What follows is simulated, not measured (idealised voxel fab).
process module | voxel capacitor over wiring
cross-section cut | 220 nm wide | cells 5 nm
A cross-section is a grid of square cells, given in bands from the top down. A band is one or more rows of cells.
Each band's line starts with the height of the band's top and of its bottom, in nm. Then come its materials from left to right, each with its width in nm. One material with "throughout" fills the band from edge to edge. "air" is empty space.
Height 0 is the level under which the wafer as received is all one material. The lowest band goes on downwards, as in "0 down".
A width such as "30 to 40" changes by the same amount from each row of cells to the next, from the band's top row to its bottom row.
"no change" after a step means that no cell of the cross-section changed.
closed voids: empty space of 8 cells or more with no open way to the top, each as width x height at its distance from the left edge, in nm
after a step's settings: what the simulator itself notes on the step
overlay nm, on a step with a mask: how far to the right of its planned place the mask lay; to the left if negative
plan
1 op RECEIVE | material Si
2 op CONFORMAL_DEP | material SiO2 | thk nm 10
3 op DIRECTIONAL_DEP | material TiN | thk nm 5
4 op DIRECTIONAL_DEP | material Ru | thk nm 15
5 op DIRECTIONAL_DEP | material aC | thk nm 15
6 op PATTERN | tone cover | mask id METAL_1 | material resist | width nm 30 | pitch nm 90 | thk nm 35 | overlay nm 0
7 op DIRECTIONAL_ETCH | etch materials aC | depth nm 15
8 op STRIP | etch materials resist
9 op DIRECTIONAL_ETCH | etch materials Ru | depth nm 15
10 op DIRECTIONAL_ETCH | etch materials TiN | depth nm 5
11 op STRIP | etch materials aC
12 op CONFORMAL_DEP | material SiN | thk nm 5
13 op FILL_DEP | material lowk | thk nm 5
14 op CMP | height nm 30
15 op CONFORMAL_DEP | material SiCN | thk nm 5
16 op DIRECTIONAL_DEP | material SiO2 | thk nm 10
17 op PATTERN | tone open | mask id PLUG_1 | material resist | width nm 15 | thk nm 15 | overlay nm 0
18 op DIRECTIONAL_ETCH | etch materials SiO2 | depth nm 10
19 op DIRECTIONAL_ETCH | etch materials SiCN | depth nm 5
20 op STRIP | etch materials resist
21 op CONFORMAL_DEP | material TiN | thk nm 5
22 op FILL_DEP | material Cu | thk nm 5
23 op CMP | height nm 45
24 op DIRECTIONAL_DEP | material TiN | thk nm 10
25 op DIRECTIONAL_DEP | material SiN | thk nm 5
26 op DIRECTIONAL_DEP | material TiN | thk nm 5
27 op MASKED_ETCH | tone cover | mask id UPPER_PLATE | width nm 65 | etch materials TiN | depth nm 5 | overlay nm 0
28 op MASKED_ETCH | tone cover | mask id UPPER_PLATE | width nm 65 | etch materials SiN | depth nm 5 | overlay nm 0
29 op DIRECTIONAL_DEP | material aC | thk nm 15
30 op PATTERN | tone cover | mask id LOWER_PLATE | material resist | width nm 75 | thk nm 35 | overlay nm 0
31 op DIRECTIONAL_ETCH | etch materials aC | depth nm 15
32 op STRIP | etch materials resist
33 op DIRECTIONAL_ETCH | etch materials TiN | depth nm 10
34 op STRIP | etch materials aC
35 op FILL_DEP | material SiO2 | thk nm 15
36 op CMP | height nm 75
37 op MASKED_ETCH | tone open | mask id PLUG_2 | width nm 15 | etch materials SiO2 | depth nm 10 | overlay nm 0
38 op CONFORMAL_DEP | material TiN | thk nm 5
39 op FILL_DEP | material Ru | thk nm 5
40 op CMP | height nm 75
41 op CONFORMAL_DEP | material SiCN | thk nm 5
first wafer, as planned
as received, after step 1
  0 down: Si throughout
  closed voids: none
after step 2
  10 to 0: SiO2 throughout
  below 0: unchanged
after step 3
  15 to 10: TiN throughout
  below 10: unchanged
after step 4
  30 to 15: Ru throughout
  below 15: unchanged
after step 5
  45 to 30: aC throughout
  below 30: unchanged
after step 6
  80 to 45: air 50 | resist 30 | air 60 | resist 30 | air 50
  below 45: unchanged
after step 7
  65 to 45: air 50 | resist 30 | air 60 | resist 30 | air 50
  45 to 30: air 50 | aC 30 | air 60 | aC 30 | air 50
  below 30: unchanged
after step 8
  45 to 30: air 50 | aC 30 | air 60 | aC 30 | air 50
  below 30: unchanged
after step 9
  45 to 30: air 50 | aC 30 | air 60 | aC 30 | air 50
  30 to 15: air 50 | Ru 30 | air 60 | Ru 30 | air 50
  below 15: unchanged
after step 10
  45 to 30: air 50 | aC 30 | air 60 | aC 30 | air 50
  30 to 15: air 50 | Ru 30 | air 60 | Ru 30 | air 50
  15 to 10: air 50 | TiN 30 | air 60 | TiN 30 | air 50
  below 10: unchanged
after step 11
  30 to 15: air 50 | Ru 30 | air 60 | Ru 30 | air 50
  below 15: unchanged
after step 12
  35 to 30: air 45 | SiN 40 | air 50 | SiN 40 | air 45
  30 to 15: air 45 | SiN 5 | Ru 30 | SiN 5 | air 50 | SiN 5 | Ru 30 | SiN 5 | air 45
  15 to 10: SiN 50 | TiN 30 | SiN 60 | TiN 30 | SiN 50
  below 10: unchanged
after step 13
  40 to 35: lowk throughout
  35 to 30: lowk 45 | SiN 40 | lowk 50 | SiN 40 | lowk 45
  30 to 15: lowk 45 | SiN 5 | Ru 30 | SiN 5 | lowk 50 | SiN 5 | Ru 30 | SiN 5 | lowk 45
  below 15: unchanged
after step 14
  30 to 15: lowk 45 | SiN 5 | Ru 30 | SiN 5 | lowk 50 | SiN 5 | Ru 30 | SiN 5 | lowk 45
  below 15: unchanged
after step 15
  35 to 30: SiCN throughout
  below 30: unchanged
after step 16
  45 to 35: SiO2 throughout
  below 35: unchanged
after step 17
  60 to 45: resist 65 | air 15 | resist 140
  below 45: unchanged
after step 18
  60 to 45: resist 65 | air 15 | resist 140
  45 to 35: SiO2 65 | air 15 | SiO2 140
  below 35: unchanged
after step 19
  60 to 45: resist 65 | air 15 | resist 140
  45 to 35: SiO2 65 | air 15 | SiO2 140
  35 to 30: SiCN 65 | air 15 | SiCN 140
  below 30: unchanged
after step 20
  45 to 35: SiO2 65 | air 15 | SiO2 140
  below 35: unchanged
after step 21
  50 to 45: TiN 70 | air 5 | TiN 145
  45 to 35: SiO2 65 | TiN 5 | air 5 | TiN 5 | SiO2 140
  35 to 30: SiCN 65 | TiN 15 | SiCN 140
  below 30: unchanged
after step 22
  55 to 50: Cu throughout
  50 to 45: TiN 70 | Cu 5 | TiN 145
  45 to 35: SiO2 65 | TiN 5 | Cu 5 | TiN 5 | SiO2 140
  below 35: unchanged
after step 23
  45 to 35: SiO2 65 | TiN 5 | Cu 5 | TiN 5 | SiO2 140
  below 35: unchanged
after step 24
  55 to 45: TiN throughout
  below 45: unchanged
after step 25
  60 to 55: SiN throughout
  below 55: unchanged
after step 26
  65 to 60: TiN throughout
  below 60: unchanged
after step 27
  65 to 60: air 65 | TiN 65 | air 90
  below 60: unchanged
after step 28
  65 to 60: air 65 | TiN 65 | air 90
  60 to 55: air 65 | SiN 65 | air 90
  below 55: unchanged
after step 29
  80 to 70: air 65 | aC 65 | air 90
  70 to 65: aC throughout
  65 to 60: aC 65 | TiN 65 | aC 90
  60 to 55: aC 65 | SiN 65 | aC 90
  below 55: unchanged
after step 30
  115 to 80: air 60 | resist 75 | air 85
  80 to 70: air 60 | resist 5 | aC 65 | resist 5 | air 85
  below 70: unchanged
after step 31
  100 to 80: air 60 | resist 75 | air 85
  80 to 70: air 60 | resist 5 | aC 65 | resist 5 | air 85
  70 to 65: air 60 | aC 75 | air 85
  65 to 60: air 60 | aC 5 | TiN 65 | aC 5 | air 85
  60 to 55: air 60 | aC 5 | SiN 65 | aC 5 | air 85
  below 55: unchanged
after step 32
  80 to 70: air 65 | aC 65 | air 90
  below 70: unchanged
after step 33
  80 to 70: air 65 | aC 65 | air 90
  70 to 65: air 60 | aC 75 | air 85
  65 to 60: air 60 | aC 5 | TiN 65 | aC 5 | air 85
  60 to 55: air 60 | aC 5 | SiN 65 | aC 5 | air 85
  55 to 45: air 60 | TiN 75 | air 85
  below 45: unchanged
after step 34
  65 to 60: air 65 | TiN 65 | air 90
  60 to 55: air 65 | SiN 65 | air 90
  below 55: unchanged
after step 35
  80 to 65: SiO2 throughout
  65 to 60: SiO2 65 | TiN 65 | SiO2 90
  60 to 55: SiO2 65 | SiN 65 | SiO2 90
  55 to 45: SiO2 60 | TiN 75 | SiO2 85
  below 45: unchanged
after step 36
  75 to 65: SiO2 throughout
  below 65: unchanged
after step 37
  75 to 65: SiO2 75 | air 15 | SiO2 130
  below 65: unchanged
after step 38
  80 to 75: TiN 80 | air 5 | TiN 135
  75 to 70: SiO2 75 | TiN 5 | air 5 | TiN 5 | SiO2 130
  70 to 60: SiO2 75 to 65 | TiN 15 to 65 | SiO2 130 to 90
  below 60: unchanged
after step 39
  85 to 80: Ru throughout
  80 to 75: TiN 80 | Ru 5 | TiN 135
  75 to 70: SiO2 75 | TiN 5 | Ru 5 | TiN 5 | SiO2 130
  below 70: unchanged
after step 40
  75 to 70: SiO2 75 | TiN 5 | Ru 5 | TiN 5 | SiO2 130
  below 70: unchanged
after step 41
  80 to 75: SiCN throughout
  below 75: unchanged
second wafer: like start, like plan, one mistake. Through step 5 it matches the first wafer
when step 6 should have ended
  80 to 45: air 45 | resist 30 | air 60 | resist 30 | air 55
  below 45: unchanged
when step 7 should have ended
  65 to 45: air 45 | resist 30 | air 60 | resist 30 | air 55
  45 to 30: air 45 | aC 30 | air 60 | aC 30 | air 55
  below 30: unchanged
when step 8 should have ended
  45 to 30: air 45 | aC 30 | air 60 | aC 30 | air 55
  below 30: unchanged
when step 9 should have ended
  45 to 30: air 45 | aC 30 | air 60 | aC 30 | air 55
  30 to 15: air 45 | Ru 30 | air 60 | Ru 30 | air 55
  below 15: unchanged
when step 10 should have ended
  45 to 30: air 45 | aC 30 | air 60 | aC 30 | air 55
  30 to 15: air 45 | Ru 30 | air 60 | Ru 30 | air 55
  15 to 10: air 45 | TiN 30 | air 60 | TiN 30 | air 55
  below 10: unchanged
when step 11 should have ended
  30 to 15: air 45 | Ru 30 | air 60 | Ru 30 | air 55
  below 15: unchanged
when step 12 should have ended
  35 to 30: air 40 | SiN 40 | air 50 | SiN 40 | air 50
  30 to 15: air 40 | SiN 5 | Ru 30 | SiN 5 | air 50 | SiN 5 | Ru 30 | SiN 5 | air 50
  15 to 10: SiN 45 | TiN 30 | SiN 60 | TiN 30 | SiN 55
  below 10: unchanged
when step 13 should have ended
  40 to 35: lowk throughout
  35 to 30: lowk 40 | SiN 40 | lowk 50 | SiN 40 | lowk 50
  30 to 15: lowk 40 | SiN 5 | Ru 30 | SiN 5 | lowk 50 | SiN 5 | Ru 30 | SiN 5 | lowk 50
  below 15: unchanged
when step 14 should have ended
  30 to 15: lowk 40 | SiN 5 | Ru 30 | SiN 5 | lowk 50 | SiN 5 | Ru 30 | SiN 5 | lowk 50
  below 15: unchanged
when step 15 should have ended
  35 to 30: SiCN throughout
  below 30: unchanged
when step 16 should have ended
  45 to 35: SiO2 throughout
  below 35: unchanged
when step 17 should have ended
  60 to 45: resist 65 | air 15 | resist 140
  below 45: unchanged
when step 18 should have ended
  60 to 45: resist 65 | air 15 | resist 140
  45 to 35: SiO2 65 | air 15 | SiO2 140
  below 35: unchanged
when step 19 should have ended
  60 to 45: resist 65 | air 15 | resist 140
  45 to 35: SiO2 65 | air 15 | SiO2 140
  35 to 30: SiCN 65 | air 15 | SiCN 140
  below 30: unchanged
when step 20 should have ended
  45 to 35: SiO2 65 | air 15 | SiO2 140
  below 35: unchanged
when step 21 should have ended
  50 to 45: TiN 70 | air 5 | TiN 145
  45 to 35: SiO2 65 | TiN 5 | air 5 | TiN 5 | SiO2 140
  35 to 30: SiCN 65 | TiN 15 | SiCN 140
  below 30: unchanged
when step 22 should have ended
  55 to 50: Cu throughout
  50 to 45: TiN 70 | Cu 5 | TiN 145
  45 to 35: SiO2 65 | TiN 5 | Cu 5 | TiN 5 | SiO2 140
  below 35: unchanged
when step 23 should have ended
  45 to 35: SiO2 65 | TiN 5 | Cu 5 | TiN 5 | SiO2 140
  below 35: unchanged
when step 24 should have ended
  55 to 45: TiN throughout
  below 45: unchanged
when step 25 should have ended
  60 to 55: SiN throughout
  below 55: unchanged
when step 26 should have ended
  65 to 60: TiN throughout
  below 60: unchanged
when step 27 should have ended
  65 to 60: air 65 | TiN 65 | air 90
  below 60: unchanged
when step 28 should have ended
  65 to 60: air 65 | TiN 65 | air 90
  60 to 55: air 65 | SiN 65 | air 90
  below 55: unchanged
when step 29 should have ended
  80 to 70: air 65 | aC 65 | air 90
  70 to 65: aC throughout
  65 to 60: aC 65 | TiN 65 | aC 90
  60 to 55: aC 65 | SiN 65 | aC 90
  below 55: unchanged
when step 30 should have ended
  115 to 80: air 60 | resist 75 | air 85
  80 to 70: air 60 | resist 5 | aC 65 | resist 5 | air 85
  below 70: unchanged
when step 31 should have ended
  100 to 80: air 60 | resist 75 | air 85
  80 to 70: air 60 | resist 5 | aC 65 | resist 5 | air 85
  70 to 65: air 60 | aC 75 | air 85
  65 to 60: air 60 | aC 5 | TiN 65 | aC 5 | air 85
  60 to 55: air 60 | aC 5 | SiN 65 | aC 5 | air 85
  below 55: unchanged
when step 32 should have ended
  80 to 70: air 65 | aC 65 | air 90
  below 70: unchanged
when step 33 should have ended
  80 to 70: air 65 | aC 65 | air 90
  70 to 65: air 60 | aC 75 | air 85
  65 to 60: air 60 | aC 5 | TiN 65 | aC 5 | air 85
  60 to 55: air 60 | aC 5 | SiN 65 | aC 5 | air 85
  55 to 45: air 60 | TiN 75 | air 85
  below 45: unchanged
when step 34 should have ended
  65 to 60: air 65 | TiN 65 | air 90
  60 to 55: air 65 | SiN 65 | air 90
  below 55: unchanged
when step 35 should have ended
  80 to 65: SiO2 throughout
  65 to 60: SiO2 65 | TiN 65 | SiO2 90
  60 to 55: SiO2 65 | SiN 65 | SiO2 90
  55 to 45: SiO2 60 | TiN 75 | SiO2 85
  below 45: unchanged
when step 36 should have ended
  75 to 65: SiO2 throughout
  below 65: unchanged
when step 37 should have ended
  75 to 65: SiO2 75 | air 15 | SiO2 130
  below 65: unchanged
when step 38 should have ended
  80 to 75: TiN 80 | air 5 | TiN 135
  75 to 70: SiO2 75 | TiN 5 | air 5 | TiN 5 | SiO2 130
  70 to 60: SiO2 75 to 65 | TiN 15 to 65 | SiO2 130 to 90
  below 60: unchanged
when step 39 should have ended
  85 to 80: Ru throughout
  80 to 75: TiN 80 | Ru 5 | TiN 135
  75 to 70: SiO2 75 | TiN 5 | Ru 5 | TiN 5 | SiO2 130
  below 70: unchanged
when step 40 should have ended
  75 to 70: SiO2 75 | TiN 5 | Ru 5 | TiN 5 | SiO2 130
  below 70: unchanged
when step 41 should have ended
  80 to 75: SiCN throughout
  below 75: unchanged
what went wrong: step 6 ran as: op PATTERN | tone cover | mask id METAL_1 | material resist | width nm 30 | pitch nm 90 | thk nm 35 | overlay nm -5
at the end the second wafer has, in cells: as many of each material as the first, in other places
